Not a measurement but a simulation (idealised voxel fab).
The process module that follows is named voxel transistor to metal.
This is section cut - it's 260 nm across, gridded in 5 nm square cells.
Throughout this document, each cross-section is represented as a grid of square cells and is presented as a sequence of bands enumerated from the top downward, where a band comprises one or more rows of cells.
The entry gives the band's vertical extent as a top height and a bottom height in nm, then its horizontal make-up as materials from left to right, each with a width in nm. "air" stands for empty space; a single material marked "everywhere" fills the band edge to edge.
Where do heights start? At 0: under that level the wafer as delivered is made of one material only. And the lowest band has no floor; it just carries on downward, as in "0 -> down".
Per-row width for "30 to 40": begins at first number (top row of band), ends at second number (bottom row), increment between rows held constant.
No cell of the cross-section changed in a step that is given as "left unchanged".
Closed empty spaces (no open way to the top) of 8 cells or more are what "Sealed void inventory" lists, each as width x height at distance from the left edge, nm for all three.
Whatever follows a step's settings on its line is a remark the simulator itself makes about that step.
The setting "overlay nm" may be written on the line of a step. When the step uses a mask, the value reports how far to the right of the planned place the mask lay, and a negative value reports that it lay to the left.

Planned process steps:
1,RECEIVE, material Si
2,CONFORMAL_DEP, material SiO2, thk nm 5
3,CONFORMAL_DEP, material SiN, thk nm 15
4,PATTERN, tone cover, mask id ACTIVE, material resist, width nm 90, pitch nm 120, thk nm 20, overlay nm 0
5,DIRECTIONAL_ETCH, etch materials SiN, depth nm 15
6,DIRECTIONAL_ETCH, etch materials SiO2, depth nm 5
7,DIRECTIONAL_ETCH, etch materials Si, depth nm 30
8,STRIP, etch materials resist
9,FILL_DEP, material SiO2, thk nm 5
10,CMP, height nm 20
11,SELECTIVE_ETCH, etch materials SiO2, depth nm 15
12,STRIP, etch materials SiN
13,SELECTIVE_ETCH, etch materials SiO2, depth nm 5
14,OXIDIZE, depth nm 5
15,DIRECTIONAL_DEP, material polySi, thk nm 25
16,DIRECTIONAL_DEP, material SiCN, thk nm 10
17,MASKED_ETCH, tone cover, mask id GATE, width nm 20, pitch nm 120, etch materials SiCN, depth nm 20, overlay nm 0
18,MASKED_ETCH, tone cover, mask id GATE, width nm 20, pitch nm 120, etch materials polySi, depth nm 35, overlay nm 0
19,CONFORMAL_DEP, material SiN, thk nm 5
20,DIRECTIONAL_ETCH, etch materials SiN, depth nm 5
21,DIRECTIONAL_ETCH, etch materials SiO2, depth nm 5
22,EPI, material SiGe, thk nm 5
23,FILL_DEP, material SiO2, thk nm 5
24,CMP, height nm 35
25,DIRECTIONAL_DEP, material SiO2, thk nm 10
26,DIRECTIONAL_DEP, material aC, thk nm 15
27,PATTERN, tone open, mask id CONTACT, material resist, width nm 25, thk nm 30, overlay nm 0
28,DIRECTIONAL_ETCH, etch materials aC, depth nm 15
29,STRIP, etch materials resist
30,DIRECTIONAL_ETCH, etch materials SiO2, depth nm 45
31,STRIP, etch materials aC
32,CONFORMAL_DEP, material TiN, thk nm 5
33,FILL_DEP, material W, thk nm 10
34,CMP, height nm 45
35,CONFORMAL_DEP, material SiN, thk nm 5
36,DIRECTIONAL_DEP, material SiO2, thk nm 25
37,DIRECTIONAL_DEP, material aC, thk nm 15
38,PATTERN, tone open, mask id METAL_1, material resist, width nm 15, thk nm 35, overlay nm 0
39,DIRECTIONAL_ETCH, etch materials aC, depth nm 15
40,STRIP, etch materials resist
41,DIRECTIONAL_ETCH, etch materials SiO2, depth nm 25
42,DIRECTIONAL_ETCH, etch materials SiN, depth nm 5
43,STRIP, etch materials aC
44,CONFORMAL_DEP, material TiN, thk nm 5
45,FILL_DEP, material Cu, thk nm 5
46,CMP, height nm 75
47,EPI, material Ru, thk nm 5
48,FILL_DEP, material SiCN, thk nm 5
49,DIRECTIONAL_DEP, material lowk, thk nm 25
50,PATTERN, tone open, mask id METAL_2, material resist, width nm 15, pitch nm 120, thk nm 15, overlay nm 0
51,DIRECTIONAL_ETCH, etch materials lowk, depth nm 15
52,STRIP, etch materials resist
53,DIRECTIONAL_DEP, material aC, thk nm 10
54,PATTERN, tone open, mask id METAL_2_HOLES, material resist, width nm 15, pitch nm 120, thk nm 30, overlay nm 0
55,DIRECTIONAL_ETCH, etch materials aC, depth nm 10
56,STRIP, etch materials resist
57,DIRECTIONAL_ETCH, etch materials lowk, depth nm 10
58,DIRECTIONAL_ETCH, etch materials SiCN, depth nm 5
59,STRIP, etch materials aC
60,CONFORMAL_DEP, material TiN, thk nm 5
61,FILL_DEP, material Cu, thk nm 5
62,CMP, height nm 110
63,CONFORMAL_DEP, material SiN, thk nm 5

As-received state of the wafer in cross-section, equivalent to post-step 1:
- 0 -> down = Si everywhere
- Sealed void inventory: none

First of two wafers at the end of the module, shown in cross-section; run carried out as planned:
- 115 -> 110 = SiN everywhere
- 110 -> 85 = lowk 30, TiN 5, Cu 5, TiN 5, lowk 105, TiN 5, Cu 5, TiN 5, lowk 95
- 85 -> 80 = SiCN 30, TiN 15, SiCN 105, TiN 15, SiCN 95
- 80 -> 75 = SiCN 25, Ru 25, SiCN 40, Ru 25, SiCN 30, Ru 25, SiCN 40, Ru 25, SiCN 25
- 75 -> 50 = SiO2 30, TiN 5, Cu 5, TiN 5, SiO2 50, TiN 5, Cu 5, TiN 5, SiO2 40, TiN 5, Cu 5, TiN 5, SiO2 50, TiN 5, Cu 5, TiN 5, SiO2 30
- 50 -> 45 = SiN 30, TiN 15, SiN 50, TiN 15, SiN 40, TiN 15, SiN 50, TiN 15, SiN 30
- 45 -> 35 = SiO2 30, TiN 5, W 15, TiN 5, SiO2 30, TiN 5, W 15, TiN 5, SiO2 40, TiN 5, W 15, TiN 5, SiO2 30, TiN 5, W 15, TiN 5, SiO2 30
- 35 -> 25 = SiO2 30, TiN 5, W 15, TiN 5, SiN 5, SiCN 20, SiN 5, TiN 5, W 15, TiN 5, SiO2 40, TiN 5, W 15, TiN 5, SiN 5, SiCN 20, SiN 5, TiN 5, W 15, TiN 5, SiO2 30
- 25 -> 5 = SiO2 30, TiN 5, W 15, TiN 5, SiN 5, polySi 20, SiN 5, TiN 5, W 15, TiN 5, SiO2 40, TiN 5, W 15, TiN 5, SiN 5, polySi 20, SiN 5, TiN 5, W 15, TiN 5, SiO2 30
- 5 -> 0 = SiO2 30, TiN 25, SiN 5, polySi 20, SiN 5, TiN 25, SiO2 40, TiN 25, SiN 5, polySi 20, SiN 5, TiN 25, SiO2 30
- 0 -> -5 = SiO2 20, SiGe 35, SiO2 30, SiGe 35, SiO2 20, SiGe 35, SiO2 30, SiGe 35, SiO2 20
- -5 -> -30 = SiO2 25, Si 90, SiO2 30, Si 90, SiO2 25
- -30 -> down = Si everywhere
- Sealed void inventory: none

Cross-section at end of module for the second wafer of two, which matched the first in starting point and plan and differed by one mistake in its processing:
- 115 -> 110 = SiN everywhere
- 110 -> 85 = lowk 30, TiN 5, Cu 5, TiN 5, lowk 105, TiN 5, Cu 5, TiN 5, lowk 95
- 85 -> 80 = SiCN 30, TiN 15, SiCN 105, TiN 15, SiCN 95
- 80 -> 75 = SiCN 25, Ru 25, SiCN 40, Ru 25, SiCN 30, Ru 25, SiCN 40, Ru 25, SiCN 25
- 75 -> 70 = SiN 30, TiN 15, SiN 50, TiN 15, SiN 40, TiN 15, SiN 50, TiN 15, SiN 30
- 70 -> 45 = SiO2 everywhere
- 45 -> 35 = SiO2 30, TiN 5, W 15, TiN 5, SiO2 30, TiN 5, W 15, TiN 5, SiO2 40, TiN 5, W 15, TiN 5, SiO2 30, TiN 5, W 15, TiN 5, SiO2 30
- 35 -> 25 = SiO2 30, TiN 5, W 15, TiN 5, SiN 5, SiCN 20, SiN 5, TiN 5, W 15, TiN 5, SiO2 40, TiN 5, W 15, TiN 5, SiN 5, SiCN 20, SiN 5, TiN 5, W 15, TiN 5, SiO2 30
- 25 -> 5 = SiO2 30, TiN 5, W 15, TiN 5, SiN 5, polySi 20, SiN 5, TiN 5, W 15, TiN 5, SiO2 40, TiN 5, W 15, TiN 5, SiN 5, polySi 20, SiN 5, TiN 5, W 15, TiN 5, SiO2 30
- 5 -> 0 = SiO2 30, TiN 25, SiN 5, polySi 20, SiN 5, TiN 25, SiO2 40, TiN 25, SiN 5, polySi 20, SiN 5, TiN 25, SiO2 30
- 0 -> -5 = SiO2 20, SiGe 35, SiO2 30, SiGe 35, SiO2 20, SiGe 35, SiO2 30, SiGe 35, SiO2 20
- -5 -> -30 = SiO2 25, Si 90, SiO2 30, Si 90, SiO2 25
- -30 -> down = Si everywhere
- Sealed void inventory: none
Error vs. plan: the processing plan was not followed for steps 35 and 36, which were run with their positions exchanged
The closing comparison, in cells, has the second wafer with more or fewer of some materials than the first: Cu: 20 fewer | SiO2: 60 more | TiN: 40 fewer
